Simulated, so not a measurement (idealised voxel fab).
The process module presented herein is designated voxel plated lines.
Cross-section cut: width 260 nm, square cells of 5 nm.
Square cells in a grid make up a cross-section in this document, and the grid is given as bands, listed from the top down, each one or more rows of cells.
The band entry comprises the height of the band's top followed by the height of its bottom, expressed in nm, and subsequently the band's materials from left to right, each stated together with its width in nm. Where a single material is marked with the word "throughout", that material fills the band from edge to edge. The word "blank" represents empty space.
Height is counted from the level 0, under which the received wafer is composed throughout of one material. The lowest of the bands is not closed at the bottom but continues downward, in the notation "0..down".
A width such as "30..40" changes by the same amount from each row of cells to the next, from the band's top row to its bottom row.
The designation "no alterations made", where it is given for a processing step, indicates that no cell of the cross-section was altered in the course of that step.
"Closed void table" specifies each empty space that is not open to the top and that occupies no fewer than 8 cells, using the form width x height at distance, the distance measured from the left edge and all three quantities in nm.
The remark found on a step's line after its settings is issued by the simulator itself and pertains to that step.
What "overlay nm" on a step's line means: if the step has a mask, that mask lay this far to the right of its planned place, or, when the value is negative, to the left.
THESE ARE THE STEPS WE PLANNED FOR THE PROCESS
- 1: RECEIVE [material Si]
- 2: CONFORMAL_DEP [material SiO2] [thk nm 15]
- 3: DIRECTIONAL_DEP [material TiN] [thk nm 5]
- 4: PATTERN [tone open] [mask id LINES] [material resist] [width nm 20] [pitch nm 45] [thk nm 25] [overlay nm 0]
- 5: EPI [material Ru] [thk nm 10]
- 6: EPI [material Ru] [thk nm 5]
- 7: STRIP [etch materials resist]
- 8: DIRECTIONAL_ETCH [etch materials TiN] [depth nm 5]
- 9: CONFORMAL_DEP [material SiCN] [thk nm 10]
FIRST OUT OF TWO WAFERS; RUN WENT TO PLAN
SO THIS IS THE INCOMING WAFER IN CROSS-SECTION - IT'S ALREADY BEEN THROUGH STEP 1
0..down | Si throughout
Closed void table: none
STATE OF THE WAFER AFTER STEP 2, SHOWN IN CROSS-SECTION
15..0 | SiO2 throughout
Below 0, the layers are the same as they were.
STATE OF THE WAFER AFTER STEP 3, SHOWN IN CROSS-SECTION
20..15 | TiN throughout
Below 15, the layers are the same as they were.
STATE OF THE WAFER AFTER STEP 4, SHOWN IN CROSS-SECTION
45..20 | 95 resist, then 20 blank, then 25 resist, then 20 blank, then 100 resist
Below 20, the layers are the same as they were.
STATE OF THE WAFER AFTER STEP 5, SHOWN IN CROSS-SECTION
45..30 | 95 resist, then 20 blank, then 25 resist, then 20 blank, then 100 resist
30..20 | 95 resist, then 20 Ru, then 25 resist, then 20 Ru, then 100 resist
Below 20, the layers are the same as they were.
STATE OF THE WAFER AFTER STEP 6, SHOWN IN CROSS-SECTION
45..35 | 95 resist, then 20 blank, then 25 resist, then 20 blank, then 100 resist
35..20 | 95 resist, then 20 Ru, then 25 resist, then 20 Ru, then 100 resist
Below 20, the layers are the same as they were.
STATE OF THE WAFER AFTER STEP 7, SHOWN IN CROSS-SECTION
35..20 | 95 blank, then 20 Ru, then 25 blank, then 20 Ru, then 100 blank
Below 20, the layers are the same as they were.
STATE OF THE WAFER AFTER STEP 8, SHOWN IN CROSS-SECTION
35..20 | 95 blank, then 20 Ru, then 25 blank, then 20 Ru, then 100 blank
20..15 | 95 blank, then 20 TiN, then 25 blank, then 20 TiN, then 100 blank
Below 15, the layers are the same as they were.
STATE OF THE WAFER AFTER STEP 9, SHOWN IN CROSS-SECTION
45..35 | 85 blank, then 40 SiCN, then 5 blank, then 40 SiCN, then 90 blank
35..25 | 85 blank, then 10 SiCN, then 20 Ru, then 10 SiCN, then 5 blank, then 10 SiCN, then 20 Ru, then 10 SiCN, then 90 blank
25..20 | 95 SiCN, then 20 Ru, then 25 SiCN, then 20 Ru, then 100 SiCN
20..15 | 95 SiCN, then 20 TiN, then 25 SiCN, then 20 TiN, then 100 SiCN
Below 15, the layers are the same as they were.
SECOND WAFER - SHARED START AND PLAN WITH THE FIRST - ONE ERROR IN RUNNING - SAME AS THE FIRST UP TO STEP 5 INCLUSIVE
CROSS-SECTION OF THE SECOND WAFER WHEN, ACCORDING TO PLAN, STEP 6 SHOULD HAVE FINISHED
30..20 | 95 blank, then 20 Ru, then 25 blank, then 20 Ru, then 100 blank
Below 20, the layers are the same as they were.
CROSS-SECTION OF THE SECOND WAFER WHEN, ACCORDING TO PLAN, STEP 7 SHOULD HAVE FINISHED
35..25 | 90 blank, then 30 Ru, then 15 blank, then 30 Ru, then 95 blank
25..20 | Ru throughout
Below 20, the layers are the same as they were.
Cross-section of the second wafer when, according to plan, step 8 should have finished: no alterations made
CROSS-SECTION OF THE SECOND WAFER WHEN, ACCORDING TO PLAN, STEP 9 SHOULD HAVE FINISHED
45..35 | 80 blank, then 95 SiCN, then 85 blank
35..25 | 90 SiCN, then 30 Ru, then 15 SiCN, then 30 Ru, then 95 SiCN
Below 25, the layers are the same as they were.
What went wrong in running the wafer? so 6 and 7 got swapped relative to the plan, each ran where the other was supposed to
Wrapping up, a cell-based count of both wafers puts the second over or under the first for these materials: 52 more of Ru, 18 fewer of SiCN, 44 more of TiN
